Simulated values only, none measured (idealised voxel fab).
The document below concerns the process module designated voxel capacitor over wiring.
The cross-section shown here is cut; it is 200 nm wide and divided into square cells measuring 5 nm on a side.
Throughout this document, each cross-section is represented as a grid of square cells and is presented as a sequence of bands enumerated from the top downward, where a band comprises one or more rows of cells.
Read a band's entry like this: the first values are the height of its top and the height of its bottom in nm, and what follows is the sequence of materials from left to right, each with its width in nm. Note that "blank" is empty space, and that a single material marked "all across" reaches across the band from edge to edge.
Heads up on the height convention: 0 is the point under which the incoming wafer is all one material, and the lowest band has no bottom, it just keeps going down, like "z 0 and below".
A width such as "30->40" changes by the same amount from each row of cells to the next, from the band's top row to its bottom row.
You'll sometimes find "changes: none" written for a step, and that's the way of saying that nowhere in the cross-section did a cell change during that step.
Each empty space that has no open way to the top and spans at least 8 cells appears under "Internal closed voids" as width x height at distance, the distance counted from the left edge, all in nm.
Note: text after step settings on the step line = simulator remark on that step.
overlay nm: step with mask; distance mask lay right of planned place; negative value = left of planned place.

## The process steps that were planned are listed below
1) RECEIVE,material Si
2) CONFORMAL_DEP,material SiO2,thk nm 15
3) DIRECTIONAL_DEP,material TiN,thk nm 5
4) DIRECTIONAL_DEP,material Ru,thk nm 25
5) PATTERN,tone cover,mask id METAL_1,material resist,width nm 25,pitch nm 85,thk nm 20,overlay nm 0
6) DIRECTIONAL_ETCH,etch materials Ru,depth nm 25
7) DIRECTIONAL_ETCH,etch materials TiN,depth nm 5
8) STRIP,etch materials resist
9) FILL_DEP,material SiO2,thk nm 10
10) CMP,height nm 45
11) CONFORMAL_DEP,material SiCN,thk nm 5
12) DIRECTIONAL_DEP,material lowk,thk nm 20
13) MASKED_ETCH,tone open,mask id PLUG_1,width nm 15,etch materials lowk,depth nm 20,overlay nm 0
14) MASKED_ETCH,tone open,mask id PLUG_1,width nm 15,etch materials SiCN,depth nm 5,overlay nm 0
15) EPI,material Ru,thk nm 10
16) EPI,material Ru,thk nm 10
17) EPI,material Ru,thk nm 5
18) DIRECTIONAL_DEP,material TiN,thk nm 10
19) DIRECTIONAL_DEP,material HfO2,thk nm 5
20) DIRECTIONAL_DEP,material TiN,thk nm 10
21) DIRECTIONAL_DEP,material aC,thk nm 10
22) PATTERN,tone cover,mask id UPPER_PLATE,material resist,width nm 65,thk nm 30,overlay nm 0
23) DIRECTIONAL_ETCH,etch materials aC,depth nm 10
24) STRIP,etch materials resist
25) DIRECTIONAL_ETCH,etch materials TiN,depth nm 10
26) DIRECTIONAL_ETCH,etch materials HfO2,depth nm 5
27) STRIP,etch materials aC
28) DIRECTIONAL_DEP,material aC,thk nm 15
29) PATTERN,tone cover,mask id LOWER_PLATE,material resist,width nm 75,thk nm 35,overlay nm 0
30) DIRECTIONAL_ETCH,etch materials aC,depth nm 15
31) STRIP,etch materials resist
32) DIRECTIONAL_ETCH,etch materials TiN,depth nm 10
33) STRIP,etch materials aC
34) FILL_DEP,material SiO2,thk nm 20
35) CMP,height nm 110
36) PATTERN,tone open,mask id PLUG_2,material resist,width nm 15,thk nm 15,overlay nm 0
37) DIRECTIONAL_ETCH,etch materials SiO2,depth nm 15
38) STRIP,etch materials resist
39) CONFORMAL_DEP,material TiN,thk nm 5
40) FILL_DEP,material Ru,thk nm 10
41) CMP,height nm 110
42) CONFORMAL_DEP,material SiN,thk nm 5

## Of two wafers, the first: run according to plan

## Cross-section of the wafer as it came to us, i.e., already through step 1
	z 0 and below = Si all across
	Internal closed voids: none

## Wafer section view after processing step 2
	z 15 to 0 = SiO2 all across
	For the remainder of the cross-section, below 0, there is no change.

## Wafer section view after processing step 3
	z 20 to 15 = TiN all across
	For the remainder of the cross-section, below 15, there is no change.

## Wafer section view after processing step 4
	z 45 to 20 = Ru all across
	For the remainder of the cross-section, below 20, there is no change.

## Wafer section view after processing step 5
	z 65 to 45 = blank: 45 / resist: 25 / blank: 60 / resist: 25 / blank: 45
	For the remainder of the cross-section, below 45, there is no change.

## Wafer section view after processing step 6
	z 65 to 45 = blank: 45 / resist: 25 / blank: 60 / resist: 25 / blank: 45
	z 45 to 20 = blank: 45 / Ru: 25 / blank: 60 / Ru: 25 / blank: 45
	For the remainder of the cross-section, below 20, there is no change.

## Wafer section view after processing step 7
	z 65 to 45 = blank: 45 / resist: 25 / blank: 60 / resist: 25 / blank: 45
	z 45 to 20 = blank: 45 / Ru: 25 / blank: 60 / Ru: 25 / blank: 45
	z 20 to 15 = blank: 45 / TiN: 25 / blank: 60 / TiN: 25 / blank: 45
	For the remainder of the cross-section, below 15, there is no change.

## Wafer section view after processing step 8
	z 45 to 20 = blank: 45 / Ru: 25 / blank: 60 / Ru: 25 / blank: 45
	For the remainder of the cross-section, below 20, there is no change.

## Wafer section view after processing step 9
	z 55 to 45 = SiO2 all across
	z 45 to 20 = SiO2: 45 / Ru: 25 / SiO2: 60 / Ru: 25 / SiO2: 45
	z 20 to 15 = SiO2: 45 / TiN: 25 / SiO2: 60 / TiN: 25 / SiO2: 45
	For the remainder of the cross-section, below 15, there is no change.

## Wafer section view after processing step 10
	z 45 to 20 = SiO2: 45 / Ru: 25 / SiO2: 60 / Ru: 25 / SiO2: 45
	For the remainder of the cross-section, below 20, there is no change.

## Wafer section view after processing step 11
	z 50 to 45 = SiCN all across
	For the remainder of the cross-section, below 45, there is no change.

## Wafer section view after processing step 12
	z 70 to 50 = lowk all across
	For the remainder of the cross-section, below 50, there is no change.

## Wafer section view after processing step 13
	z 70 to 50 = lowk: 55 / blank: 15 / lowk: 130
	For the remainder of the cross-section, below 50, there is no change.

## Wafer section view after processing step 14
	z 70 to 50 = lowk: 55 / blank: 15 / lowk: 130
	z 50 to 45 = SiCN: 55 / blank: 15 / SiCN: 130
	For the remainder of the cross-section, below 45, there is no change.

## Wafer section view after processing step 15
	z 70 to 55 = lowk: 55 / blank: 15 / lowk: 130
	z 55 to 50 = lowk: 55 / Ru: 15 / lowk: 130
	z 50 to 45 = SiCN: 55 / Ru: 15 / SiCN: 130
	For the remainder of the cross-section, below 45, there is no change.

## Wafer section view after processing step 16
	z 70 to 65 = lowk: 55 / blank: 15 / lowk: 130
	z 65 to 50 = lowk: 55 / Ru: 15 / lowk: 130
	For the remainder of the cross-section, below 50, there is no change.

## Wafer section view after processing step 17
	z 70 to 50 = lowk: 55 / Ru: 15 / lowk: 130
	For the remainder of the cross-section, below 50, there is no change.

## Wafer section view after processing step 18
	z 80 to 70 = TiN all across
	For the remainder of the cross-section, below 70, there is no change.

## Wafer section view after processing step 19
	z 85 to 80 = HfO2 all across
	For the remainder of the cross-section, below 80, there is no change.

## Wafer section view after processing step 20
	z 95 to 85 = TiN all across
	For the remainder of the cross-section, below 85, there is no change.

## Wafer section view after processing step 21
	z 105 to 95 = aC all across
	For the remainder of the cross-section, below 95, there is no change.

## Wafer section view after processing step 22
	z 135 to 105 = blank: 55 / resist: 65 / blank: 80
	For the remainder of the cross-section, below 105, there is no change.

## Wafer section view after processing step 23
	z 125 to 105 = blank: 55 / resist: 65 / blank: 80
	z 105 to 95 = blank: 55 / aC: 65 / blank: 80
	For the remainder of the cross-section, below 95, there is no change.

## Wafer section view after processing step 24
	z 105 to 95 = blank: 55 / aC: 65 / blank: 80
	For the remainder of the cross-section, below 95, there is no change.

## Wafer section view after processing step 25
	z 105 to 95 = blank: 55 / aC: 65 / blank: 80
	z 95 to 85 = blank: 55 / TiN: 65 / blank: 80
	For the remainder of the cross-section, below 85, there is no change.

## Wafer section view after processing step 26
	z 105 to 95 = blank: 55 / aC: 65 / blank: 80
	z 95 to 85 = blank: 55 / TiN: 65 / blank: 80
	z 85 to 80 = blank: 55 / HfO2: 65 / blank: 80
	For the remainder of the cross-section, below 80, there is no change.

## Wafer section view after processing step 27
	z 95 to 85 = blank: 55 / TiN: 65 / blank: 80
	For the remainder of the cross-section, below 85, there is no change.

## Wafer section view after processing step 28
	z 110 to 95 = blank: 55 / aC: 65 / blank: 80
	z 95 to 85 = aC: 55 / TiN: 65 / aC: 80
	z 85 to 80 = aC: 55 / HfO2: 65 / aC: 80
	For the remainder of the cross-section, below 80, there is no change.

## Wafer section view after processing step 29
	z 145 to 110 = blank: 50 / resist: 75 / blank: 75
	z 110 to 95 = blank: 50 / resist: 5 / aC: 65 / resist: 5 / blank: 75
	For the remainder of the cross-section, below 95, there is no change.

## Wafer section view after processing step 30
	z 130 to 110 = blank: 50 / resist: 75 / blank: 75
	z 110 to 95 = blank: 50 / resist: 5 / aC: 65 / resist: 5 / blank: 75
	z 95 to 85 = blank: 50 / aC: 5 / TiN: 65 / aC: 5 / blank: 75
	z 85 to 80 = blank: 50 / aC: 5 / HfO2: 65 / aC: 5 / blank: 75
	For the remainder of the cross-section, below 80, there is no change.

## Wafer section view after processing step 31
	z 110 to 95 = blank: 55 / aC: 65 / blank: 80
	For the remainder of the cross-section, below 95, there is no change.

## Wafer section view after processing step 32
	z 110 to 95 = blank: 55 / aC: 65 / blank: 80
	z 95 to 85 = blank: 50 / aC: 5 / TiN: 65 / aC: 5 / blank: 75
	z 85 to 80 = blank: 50 / aC: 5 / HfO2: 65 / aC: 5 / blank: 75
	z 80 to 70 = blank: 50 / TiN: 75 / blank: 75
	For the remainder of the cross-section, below 70, there is no change.

## Wafer section view after processing step 33
	z 95 to 85 = blank: 55 / TiN: 65 / blank: 80
	z 85 to 80 = blank: 55 / HfO2: 65 / blank: 80
	For the remainder of the cross-section, below 80, there is no change.

## Wafer section view after processing step 34
	z 115 to 95 = SiO2 all across
	z 95 to 85 = SiO2: 55 / TiN: 65 / SiO2: 80
	z 85 to 80 = SiO2: 55 / HfO2: 65 / SiO2: 80
	z 80 to 70 = SiO2: 50 / TiN: 75 / SiO2: 75
	For the remainder of the cross-section, below 70, there is no change.

## Wafer section view after processing step 35
	z 110 to 95 = SiO2 all across
	For the remainder of the cross-section, below 95, there is no change.

## Wafer section view after processing step 36
	z 125 to 110 = resist: 65 / blank: 15 / resist: 120
	For the remainder of the cross-section, below 110, there is no change.

## Wafer section view after processing step 37
	z 125 to 110 = resist: 65 / blank: 15 / resist: 120
	z 110 to 95 = SiO2: 65 / blank: 15 / SiO2: 120
	For the remainder of the cross-section, below 95, there is no change.

## Wafer section view after processing step 38
	z 110 to 95 = SiO2: 65 / blank: 15 / SiO2: 120
	For the remainder of the cross-section, below 95, there is no change.

## Wafer section view after processing step 39
	z 115 to 110 = TiN: 70 / blank: 5 / TiN: 125
	z 110 to 100 = SiO2: 65 / TiN: 5 / blank: 5 / TiN: 5 / SiO2: 120
	z 100 to 95 = SiO2: 65 / TiN: 15 / SiO2: 120
	For the remainder of the cross-section, below 95, there is no change.

## Wafer section view after processing step 40
	z 125 to 115 = Ru all across
	z 115 to 110 = TiN: 70 / Ru: 5 / TiN: 125
	z 110 to 100 = SiO2: 65 / TiN: 5 / Ru: 5 / TiN: 5 / SiO2: 120
	For the remainder of the cross-section, below 100, there is no change.

## Wafer section view after processing step 41
	z 110 to 100 = SiO2: 65 / TiN: 5 / Ru: 5 / TiN: 5 / SiO2: 120
	For the remainder of the cross-section, below 100, there is no change.

## Wafer section view after processing step 42
	z 115 to 110 = SiN all across
	For the remainder of the cross-section, below 110, there is no change.

## Wafer two: like wafer one in start and plan, but with one mistake in execution; identical up to and including step 11

## Second wafer cross-section, taken as of the time the plan sets for step 12 to be done
	z 90 to 50 = lowk all across
	For the remainder of the cross-section, below 50, there is no change.

## Second wafer cross-section, taken as of the time the plan sets for step 13 to be done
	z 90 to 70 = lowk: 55 / blank: 15 / lowk: 130
	For the remainder of the cross-section, below 70, there is no change.

Second wafer cross-section, taken as of the time the plan sets for step 14 to be done: changes: none

Second wafer cross-section, taken as of the time the plan sets for step 15 to be done: changes: none

Second wafer cross-section, taken as of the time the plan sets for step 16 to be done: changes: none

Second wafer cross-section, taken as of the time the plan sets for step 17 to be done: changes: none

## Second wafer cross-section, taken as of the time the plan sets for step 18 to be done
	z 100 to 90 = TiN: 55 / blank: 15 / TiN: 130
	z 90 to 80 = lowk: 55 / blank: 15 / lowk: 130
	z 80 to 70 = lowk: 55 / TiN: 15 / lowk: 130
	For the remainder of the cross-section, below 70, there is no change.

## Second wafer cross-section, taken as of the time the plan sets for step 19 to be done
	z 105 to 100 = HfO2: 55 / blank: 15 / HfO2: 130
	z 100 to 90 = TiN: 55 / blank: 15 / TiN: 130
	z 90 to 85 = lowk: 55 / blank: 15 / lowk: 130
	z 85 to 80 = lowk: 55 / HfO2: 15 / lowk: 130
	For the remainder of the cross-section, below 80, there is no change.

## Second wafer cross-section, taken as of the time the plan sets for step 20 to be done
	z 115 to 105 = TiN: 55 / blank: 15 / TiN: 130
	z 105 to 100 = HfO2: 55 / blank: 15 / HfO2: 130
	z 100 to 95 = TiN: 55 / blank: 15 / TiN: 130
	z 95 to 90 = TiN all across
	z 90 to 85 = lowk: 55 / TiN: 15 / lowk: 130
	For the remainder of the cross-section, below 85, there is no change.

## Second wafer cross-section, taken as of the time the plan sets for step 21 to be done
	z 125 to 115 = aC: 55 / blank: 15 / aC: 130
	z 115 to 105 = TiN: 55 / blank: 15 / TiN: 130
	z 105 to 100 = HfO2: 55 / aC: 15 / HfO2: 130
	z 100 to 95 = TiN: 55 / aC: 15 / TiN: 130
	For the remainder of the cross-section, below 95, there is no change.

## Second wafer cross-section, taken as of the time the plan sets for step 22 to be done
	z 155 to 125 = blank: 55 / resist: 65 / blank: 80
	z 125 to 115 = aC: 55 / resist: 15 / aC: 130
	z 115 to 105 = TiN: 55 / resist: 15 / TiN: 130
	For the remainder of the cross-section, below 105, there is no change.

## Second wafer cross-section, taken as of the time the plan sets for step 23 to be done
	z 145 to 125 = blank: 55 / resist: 65 / blank: 80
	z 125 to 115 = blank: 55 / resist: 15 / aC: 50 / blank: 80
	For the remainder of the cross-section, below 115, there is no change.

## Second wafer cross-section, taken as of the time the plan sets for step 24 to be done
	z 125 to 115 = blank: 70 / aC: 50 / blank: 80
	z 115 to 105 = TiN: 55 / blank: 15 / TiN: 130
	For the remainder of the cross-section, below 105, there is no change.

## Second wafer cross-section, taken as of the time the plan sets for step 25 to be done
	z 125 to 115 = blank: 70 / aC: 50 / blank: 80
	z 115 to 105 = blank: 70 / TiN: 50 / blank: 80
	For the remainder of the cross-section, below 105, there is no change.

## Second wafer cross-section, taken as of the time the plan sets for step 26 to be done
	z 125 to 115 = blank: 70 / aC: 50 / blank: 80
	z 115 to 105 = blank: 70 / TiN: 50 / blank: 80
	z 105 to 100 = blank: 55 / aC: 15 / HfO2: 50 / blank: 80
	For the remainder of the cross-section, below 100, there is no change.

## Second wafer cross-section, taken as of the time the plan sets for step 27 to be done
	z 115 to 105 = blank: 70 / TiN: 50 / blank: 80
	z 105 to 100 = blank: 70 / HfO2: 50 / blank: 80
	z 100 to 95 = TiN: 55 / blank: 15 / TiN: 130
	For the remainder of the cross-section, below 95, there is no change.

## Second wafer cross-section, taken as of the time the plan sets for step 28 to be done
	z 130 to 115 = blank: 70 / aC: 50 / blank: 80
	z 115 to 110 = aC: 55 / blank: 15 / TiN: 50 / aC: 80
	z 110 to 105 = aC: 70 / TiN: 50 / aC: 80
	z 105 to 100 = aC: 70 / HfO2: 50 / aC: 80
	z 100 to 95 = TiN: 55 / aC: 15 / TiN: 130
	For the remainder of the cross-section, below 95, there is no change.

## Second wafer cross-section, taken as of the time the plan sets for step 29 to be done
	z 165 to 130 = blank: 50 / resist: 75 / blank: 75
	z 130 to 115 = blank: 50 / resist: 20 / aC: 50 / resist: 5 / blank: 75
	z 115 to 110 = aC: 55 / resist: 15 / TiN: 50 / aC: 80
	For the remainder of the cross-section, below 110, there is no change.

## Second wafer cross-section, taken as of the time the plan sets for step 30 to be done
	z 150 to 130 = blank: 50 / resist: 75 / blank: 75
	z 130 to 115 = blank: 50 / resist: 20 / aC: 50 / resist: 5 / blank: 75
	z 115 to 110 = blank: 50 / aC: 5 / resist: 15 / TiN: 50 / aC: 5 / blank: 75
	z 110 to 105 = blank: 50 / aC: 20 / TiN: 50 / aC: 5 / blank: 75
	z 105 to 100 = blank: 50 / aC: 20 / HfO2: 50 / aC: 5 / blank: 75
	For the remainder of the cross-section, below 100, there is no change.

## Second wafer cross-section, taken as of the time the plan sets for step 31 to be done
	z 130 to 115 = blank: 70 / aC: 50 / blank: 80
	z 115 to 110 = blank: 50 / aC: 5 / blank: 15 / TiN: 50 / aC: 5 / blank: 75
	For the remainder of the cross-section, below 110, there is no change.

## Second wafer cross-section, taken as of the time the plan sets for step 32 to be done
	z 130 to 115 = blank: 70 / aC: 50 / blank: 80
	z 115 to 110 = blank: 50 / aC: 5 / blank: 15 / TiN: 50 / aC: 5 / blank: 75
	z 110 to 105 = blank: 50 / aC: 20 / TiN: 50 / aC: 5 / blank: 75
	z 105 to 100 = blank: 50 / aC: 20 / HfO2: 50 / aC: 5 / blank: 75
	z 100 to 95 = blank: 50 / TiN: 5 / aC: 15 / TiN: 55 / blank: 75
	z 95 to 90 = blank: 50 / TiN: 75 / blank: 75
	For the remainder of the cross-section, below 90, there is no change.

## Second wafer cross-section, taken as of the time the plan sets for step 33 to be done
	z 115 to 105 = blank: 70 / TiN: 50 / blank: 80
	z 105 to 100 = blank: 70 / HfO2: 50 / blank: 80
	z 100 to 95 = blank: 50 / TiN: 5 / blank: 15 / TiN: 55 / blank: 75
	For the remainder of the cross-section, below 95, there is no change.

## Second wafer cross-section, taken as of the time the plan sets for step 34 to be done
	z 135 to 115 = SiO2 all across
	z 115 to 105 = SiO2: 70 / TiN: 50 / SiO2: 80
	z 105 to 100 = SiO2: 70 / HfO2: 50 / SiO2: 80
	z 100 to 95 = SiO2: 50 / TiN: 5 / SiO2: 15 / TiN: 55 / SiO2: 75
	z 95 to 90 = SiO2: 50 / TiN: 75 / SiO2: 75
	For the remainder of the cross-section, below 90, there is no change.

## Second wafer cross-section, taken as of the time the plan sets for step 35 to be done
	z 110 to 105 = SiO2: 70 / TiN: 50 / SiO2: 80
	For the remainder of the cross-section, below 105, there is no change.

## Second wafer cross-section, taken as of the time the plan sets for step 36 to be done
	z 125 to 110 = resist: 65 / blank: 15 / resist: 120
	For the remainder of the cross-section, below 110, there is no change.

## Second wafer cross-section, taken as of the time the plan sets for step 37 to be done
	z 125 to 110 = resist: 65 / blank: 15 / resist: 120
	z 110 to 105 = SiO2: 65 / blank: 5 / TiN: 50 / SiO2: 80
	z 105 to 100 = SiO2: 65 / blank: 5 / HfO2: 50 / SiO2: 80
	z 100 to 95 = SiO2: 50 / TiN: 5 / SiO2: 10 / blank: 5 / TiN: 55 / SiO2: 75
	For the remainder of the cross-section, below 95, there is no change.

## Second wafer cross-section, taken as of the time the plan sets for step 38 to be done
	z 110 to 105 = SiO2: 65 / blank: 5 / TiN: 50 / SiO2: 80
	For the remainder of the cross-section, below 105, there is no change.

## Second wafer cross-section, taken as of the time the plan sets for step 39 to be done
	z 115 to 110 = TiN all across
	z 110 to 105 = SiO2: 65 / TiN: 55 / SiO2: 80
	z 105 to 100 = SiO2: 65 / TiN: 5 / HfO2: 50 / SiO2: 80
	z 100 to 95 = SiO2: 50 / TiN: 5 / SiO2: 10 / TiN: 60 / SiO2: 75
	For the remainder of the cross-section, below 95, there is no change.

## Second wafer cross-section, taken as of the time the plan sets for step 40 to be done
	z 125 to 115 = Ru all across
	For the remainder of the cross-section, below 115, there is no change.

## Second wafer cross-section, taken as of the time the plan sets for step 41 to be done
	z 110 to 105 = SiO2: 65 / TiN: 55 / SiO2: 80
	For the remainder of the cross-section, below 105, there is no change.

## Second wafer cross-section, taken as of the time the plan sets for step 42 to be done
	z 115 to 110 = SiN all across
	For the remainder of the cross-section, below 110, there is no change.
Short version of what went wrong: heads up, step 12 of the plan got done twice
Final difference in cells, second wafer against first, listed per material as more or fewer: Ru: 17 fewer; SiCN: 3 more; SiO2: 132 fewer; TiN: 14 fewer; lowk: 160 more
